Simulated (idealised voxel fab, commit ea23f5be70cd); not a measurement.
The process module that follows is named voxel lift off.
300 nm wide, 5 nm square cells: that's cross-section cut.
The cross-sections in this document take the form of a grid made of square cells. They are written out as bands, in order from top to bottom. Each band consists of one or more rows of cells. It is stipulated that each band's entry specify, in nanometres, the height of the top of the band and then that of its bottom, followed by the materials of the band in left-to-right sequence, each together with its width in nanometres. A single material marked by the word "throughout" is understood to fill the band from edge to edge; the word "air" is understood to denote empty space. Heights are measured from 0, the level below which the as-received wafer is all one material; the lowest band has no bottom and continues downward, written as in "top 0, no bottom". Width spec "30 to 40" -> top row of cells at first value, bottom row at second value, equal per-row change in between. It should be understood that the words "changes: none", when stated for a given step, signify that the cross-section underwent no change in any of its cells during that step. This entry, "Closed cavities", enumerates those empty regions of no fewer than 8 cells that possess no open connection to the top. Each region is reported in the form width x height at distance, the distance being taken from the left edge, with all three quantities expressed in nm. Past the settings on a step's line: simulator remark, on that step. overlay nm: step with mask; distance mask lay right of planned place; negative value = left of planned place.

THE PROCESS STEPS THAT WERE PLANNED ARE LISTED BELOW
| 1 | RECEIVE,material Si |
| 2 | CONFORMAL_DEP,material SiN,thk nm 10 |
| 3 | PATTERN,tone open,mask id LINES,material resist,width nm 15,pitch nm 50,thk nm 20,overlay nm 0 |
| 4 | DIRECTIONAL_DEP,material Ru,thk nm 10 |
| 5 | STRIP,etch materials resist |
| 6 | CONFORMAL_DEP,material SiN,thk nm 5 |
Quick note for whoever runs this: the wafers start identical, but the width nm at step 3 isn't the same across them. The plan just shows what the first wafer had.

FIRST OF SEVERAL WAFERS, RECEIVED AFTER STEP 1, IN CROSS-SECTION
> top 0, no bottom = Si throughout
> Closed cavities: none

END-OF-MODULE CROSS-SECTION, FIRST OF SEVERAL WAFERS, AFTER LAST STEP 6
> top 25, bottom 20 = air=110, SiN=25, air=25, SiN=25, air=115
> top 20, bottom 15 = air=110, SiN=5, Ru=15, SiN=5, air=25, SiN=5, Ru=15, SiN=5, air=115
> top 15, bottom 10 = SiN=115, Ru=15, SiN=35, Ru=15, SiN=120
> top 10, bottom 0 = SiN throughout
> top 0, no bottom = Si throughout
> Closed cavities: none

THE FINAL WAFER, SECTIONED AT MODULE END
> top 25, bottom 20 = air=100, SiN=45, air=5, SiN=45, air=105
> top 20, bottom 15 = air=100, SiN=5, Ru=35, SiN=5, air=5, SiN=5, Ru=35, SiN=5, air=105
> top 15, bottom 10 = SiN=105, Ru=35, SiN=15, Ru=35, SiN=110
> top 10, bottom 0 = SiN throughout
> top 0, no bottom = Si throughout
> Closed cavities: none

THE TABLE BELOW HAS ONE ROW FOR EACH WAFER; A ROW SHOWS, AS OF THE END OF THE MODULE, HOW MANY CELLS OF EACH MATERIAL THE WAFER HAS GAINED, MARKED (+), OR LOST, MARKED (-), SINCE IT WAS RECEIVED, AND THEN THE WAFER'S CLOSED VOIDS
width nm 15 | +12 Ru | +188 SiN | Closed cavities: none
width nm 20 | +16 Ru | +188 SiN | Closed cavities: none
width nm 25 | +20 Ru | +188 SiN | Closed cavities: none
width nm 30 | +24 Ru | +188 SiN | Closed cavities: none
width nm 35 | +28 Ru | +188 SiN | Closed cavities: none
